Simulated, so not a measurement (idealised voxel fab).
process module | voxel air gaps
cross-section cut | 245 nm wide | cells 5 nm
A cross-section is a grid of square cells, given in bands from the top down. A band is one or more rows of cells.
Each band's line starts with the height of the band's top and of its bottom, in nm. Then come its materials from left to right, each with its width in nm. One material with "throughout" fills the band from edge to edge. "air" is empty space.
Height 0 is the level under which the wafer as received is all one material. The lowest band goes on downwards, as in "0 down".
A width such as "30 to 40" changes by the same amount from each row of cells to the next, from the band's top row to its bottom row.
"no change" after a step means that no cell of the cross-section changed.
closed voids: empty space of 8 cells or more with no open way to the top, each as width x height at its distance from the left edge, in nm
after a step's settings: what the simulator itself notes on the step
overlay nm, on a step with a mask: how far to the right of its planned place the mask lay; to the left if negative
plan
1 op RECEIVE | material Si
2 op CONFORMAL_DEP | material SiO2 | thk nm 10
3 op CONFORMAL_DEP | material SiCN | thk nm 5
4 op DIRECTIONAL_DEP | material SiO2 | thk nm 40
5 op DIRECTIONAL_DEP | material aC | thk nm 15
6 op PATTERN | tone open | mask id LINES | material resist | width nm 25 | pitch nm 55 | thk nm 30 | overlay nm 0
7 op DIRECTIONAL_ETCH | etch materials aC | depth nm 15
8 op STRIP | etch materials resist
9 op DIRECTIONAL_ETCH | etch materials SiO2 | depth nm 40
10 op STRIP | etch materials aC
11 op CONFORMAL_DEP | material TiN | thk nm 5
12 op FILL_DEP | material W | thk nm 10
13 op CMP | height nm 55
14 op EPI | material Ru | thk nm 10
15 op SELECTIVE_ETCH | etch materials SiO2 | depth nm 50
16 op CONFORMAL_DEP | material SiCN | thk nm 5
first wafer, as planned
as received, after step 1
  0 down: Si throughout
  closed voids: none
after step 2
  10 to 0: SiO2 throughout
  below 0: unchanged
after step 3
  15 to 10: SiCN throughout
  below 10: unchanged
after step 4
  55 to 15: SiO2 throughout
  below 15: unchanged
after step 5
  70 to 55: aC throughout
  below 55: unchanged
after step 6
  100 to 70: resist 25 | air 25 | resist 30 | air 25 | resist 30 | air 25 | resist 30 | air 25 | resist 30
  below 70: unchanged
after step 7
  85 to 70: resist 25 | air 25 | resist 30 | air 25 | resist 30 | air 25 | resist 30 | air 25 | resist 30
  70 to 55: aC 25 | air 25 | aC 30 | air 25 | aC 30 | air 25 | aC 30 | air 25 | aC 30
  below 55: unchanged
after step 8
  70 to 55: aC 25 | air 25 | aC 30 | air 25 | aC 30 | air 25 | aC 30 | air 25 | aC 30
  below 55: unchanged
after step 9
  70 to 55: aC 25 | air 25 | aC 30 | air 25 | aC 30 | air 25 | aC 30 | air 25 | aC 30
  55 to 15: SiO2 25 | air 25 | SiO2 30 | air 25 | SiO2 30 | air 25 | SiO2 30 | air 25 | SiO2 30
  below 15: unchanged
after step 10
  55 to 15: SiO2 25 | air 25 | SiO2 30 | air 25 | SiO2 30 | air 25 | SiO2 30 | air 25 | SiO2 30
  below 15: unchanged
after step 11
  60 to 55: TiN 30 | air 15 | TiN 40 | air 15 | TiN 40 | air 15 | TiN 40 | air 15 | TiN 35
  55 to 20: SiO2 25 | TiN 5 | air 15 | TiN 5 | SiO2 30 | TiN 5 | air 15 | TiN 5 | SiO2 30 | TiN 5 | air 15 | TiN 5 | SiO2 30 | TiN 5 | air 15 | TiN 5 | SiO2 30
  20 to 15: SiO2 25 | TiN 25 | SiO2 30 | TiN 25 | SiO2 30 | TiN 25 | SiO2 30 | TiN 25 | SiO2 30
  below 15: unchanged
after step 12
  70 to 60: W throughout
  60 to 55: TiN 30 | W 15 | TiN 40 | W 15 | TiN 40 | W 15 | TiN 40 | W 15 | TiN 35
  55 to 20: SiO2 25 | TiN 5 | W 15 | TiN 5 | SiO2 30 | TiN 5 | W 15 | TiN 5 | SiO2 30 | TiN 5 | W 15 | TiN 5 | SiO2 30 | TiN 5 | W 15 | TiN 5 | SiO2 30
  below 20: unchanged
after step 13
  55 to 20: SiO2 25 | TiN 5 | W 15 | TiN 5 | SiO2 30 | TiN 5 | W 15 | TiN 5 | SiO2 30 | TiN 5 | W 15 | TiN 5 | SiO2 30 | TiN 5 | W 15 | TiN 5 | SiO2 30
  below 20: unchanged
after step 14
  65 to 55: air 15 | Ru 45 | air 10 | Ru 45 | air 10 | Ru 45 | air 10 | Ru 45 | air 20
  below 55: unchanged
after step 15
  65 to 55: air 15 | Ru 45 | air 10 | Ru 45 | air 10 | Ru 45 | air 10 | Ru 45 | air 20
  55 to 20: air 25 | TiN 5 | W 15 | TiN 5 | air 30 | TiN 5 | W 15 | TiN 5 | air 30 | TiN 5 | W 15 | TiN 5 | air 30 | TiN 5 | W 15 | TiN 5 | air 30
  20 to 15: air 25 | TiN 25 | air 30 | TiN 25 | air 30 | TiN 25 | air 30 | TiN 25 | air 30
  below 15: unchanged
after step 16
  70 to 65: air 10 | SiCN 220 | air 15
  65 to 55: air 10 | SiCN 5 | Ru 45 | SiCN 10 | Ru 45 | SiCN 10 | Ru 45 | SiCN 10 | Ru 45 | SiCN 5 | air 15
  55 to 50: air 10 | SiCN 15 | TiN 5 | W 15 | TiN 5 | SiCN 30 | TiN 5 | W 15 | TiN 5 | SiCN 30 | TiN 5 | W 15 | TiN 5 | SiCN 30 | TiN 5 | W 15 | TiN 5 | SiCN 15 | air 15
  50 to 20: air 20 | SiCN 5 | TiN 5 | W 15 | TiN 5 | SiCN 5 | air 20 | SiCN 5 | TiN 5 | W 15 | TiN 5 | SiCN 5 | air 20 | SiCN 5 | TiN 5 | W 15 | TiN 5 | SiCN 5 | air 20 | SiCN 5 | TiN 5 | W 15 | TiN 5 | SiCN 5 | air 25
  20 to 15: SiCN 25 | TiN 25 | SiCN 30 | TiN 25 | SiCN 30 | TiN 25 | SiCN 30 | TiN 25 | SiCN 30
  below 15: unchanged
  closed voids: 20 x 30 at 55; 20 x 30 at 110; 20 x 30 at 165
second wafer: like start, like plan, one mistake. Through step 5 it matches the first wafer
when step 6 should have ended
  100 to 70: resist 30 | air 20 | resist 35 | air 20 | resist 35 | air 20 | resist 35 | air 20 | resist 30
  below 70: unchanged
when step 7 should have ended
  85 to 70: resist 30 | air 20 | resist 35 | air 20 | resist 35 | air 20 | resist 35 | air 20 | resist 30
  70 to 55: aC 30 | air 20 | aC 35 | air 20 | aC 35 | air 20 | aC 35 | air 20 | aC 30
  below 55: unchanged
when step 8 should have ended
  70 to 55: aC 30 | air 20 | aC 35 | air 20 | aC 35 | air 20 | aC 35 | air 20 | aC 30
  below 55: unchanged
when step 9 should have ended
  70 to 55: aC 30 | air 20 | aC 35 | air 20 | aC 35 | air 20 | aC 35 | air 20 | aC 30
  55 to 15: SiO2 30 | air 20 | SiO2 35 | air 20 | SiO2 35 | air 20 | SiO2 35 | air 20 | SiO2 30
  below 15: unchanged
when step 10 should have ended
  55 to 15: SiO2 30 | air 20 | SiO2 35 | air 20 | SiO2 35 | air 20 | SiO2 35 | air 20 | SiO2 30
  below 15: unchanged
when step 11 should have ended
  60 to 55: TiN 35 | air 10 | TiN 45 | air 10 | TiN 45 | air 10 | TiN 45 | air 10 | TiN 35
  55 to 20: SiO2 30 | TiN 5 | air 10 | TiN 5 | SiO2 35 | TiN 5 | air 10 | TiN 5 | SiO2 35 | TiN 5 | air 10 | TiN 5 | SiO2 35 | TiN 5 | air 10 | TiN 5 | SiO2 30
  20 to 15: SiO2 30 | TiN 20 | SiO2 35 | TiN 20 | SiO2 35 | TiN 20 | SiO2 35 | TiN 20 | SiO2 30
  below 15: unchanged
when step 12 should have ended
  70 to 60: W throughout
  60 to 55: TiN 35 | W 10 | TiN 45 | W 10 | TiN 45 | W 10 | TiN 45 | W 10 | TiN 35
  55 to 20: SiO2 30 | TiN 5 | W 10 | TiN 5 | SiO2 35 | TiN 5 | W 10 | TiN 5 | SiO2 35 | TiN 5 | W 10 | TiN 5 | SiO2 35 | TiN 5 | W 10 | TiN 5 | SiO2 30
  below 20: unchanged
when step 13 should have ended
  55 to 20: SiO2 30 | TiN 5 | W 10 | TiN 5 | SiO2 35 | TiN 5 | W 10 | TiN 5 | SiO2 35 | TiN 5 | W 10 | TiN 5 | SiO2 35 | TiN 5 | W 10 | TiN 5 | SiO2 30
  below 20: unchanged
when step 14 should have ended
  65 to 55: air 20 | Ru 40 | air 15 | Ru 40 | air 15 | Ru 40 | air 15 | Ru 40 | air 20
  below 55: unchanged
when step 15 should have ended
  65 to 55: air 20 | Ru 40 | air 15 | Ru 40 | air 15 | Ru 40 | air 15 | Ru 40 | air 20
  55 to 20: air 30 | TiN 5 | W 10 | TiN 5 | air 35 | TiN 5 | W 10 | TiN 5 | air 35 | TiN 5 | W 10 | TiN 5 | air 35 | TiN 5 | W 10 | TiN 5 | air 30
  20 to 15: air 30 | TiN 20 | air 35 | TiN 20 | air 35 | TiN 20 | air 35 | TiN 20 | air 30
  below 15: unchanged
when step 16 should have ended
  70 to 65: air 15 | SiCN 50 | air 5 | SiCN 50 | air 5 | SiCN 50 | air 5 | SiCN 50 | air 15
  65 to 55: air 15 | SiCN 5 | Ru 40 | SiCN 5 | air 5 | SiCN 5 | Ru 40 | SiCN 5 | air 5 | SiCN 5 | Ru 40 | SiCN 5 | air 5 | SiCN 5 | Ru 40 | SiCN 5 | air 15
  55 to 50: air 15 | SiCN 15 | TiN 5 | W 10 | TiN 5 | SiCN 15 | air 5 | SiCN 15 | TiN 5 | W 10 | TiN 5 | SiCN 15 | air 5 | SiCN 15 | TiN 5 | W 10 | TiN 5 | SiCN 15 | air 5 | SiCN 15 | TiN 5 | W 10 | TiN 5 | SiCN 15 | air 15
  50 to 20: air 25 | SiCN 5 | TiN 5 | W 10 | TiN 5 | SiCN 5 | air 25 | SiCN 5 | TiN 5 | W 10 | TiN 5 | SiCN 5 | air 25 | SiCN 5 | TiN 5 | W 10 | TiN 5 | SiCN 5 | air 25 | SiCN 5 | TiN 5 | W 10 | TiN 5 | SiCN 5 | air 25
  20 to 15: SiCN 30 | TiN 20 | SiCN 35 | TiN 20 | SiCN 35 | TiN 20 | SiCN 35 | TiN 20 | SiCN 30
  below 15: unchanged
what went wrong: step 6 ran as: op PATTERN | tone open | mask id LINES | material resist | width nm 20 | pitch nm 55 | thk nm 30 | overlay nm 0
at the end the second wafer has, in cells: 8 fewer of Ru | 4 fewer of TiN | 28 fewer of W
closed voids at the end (first wafer, second wafer): 3, 0
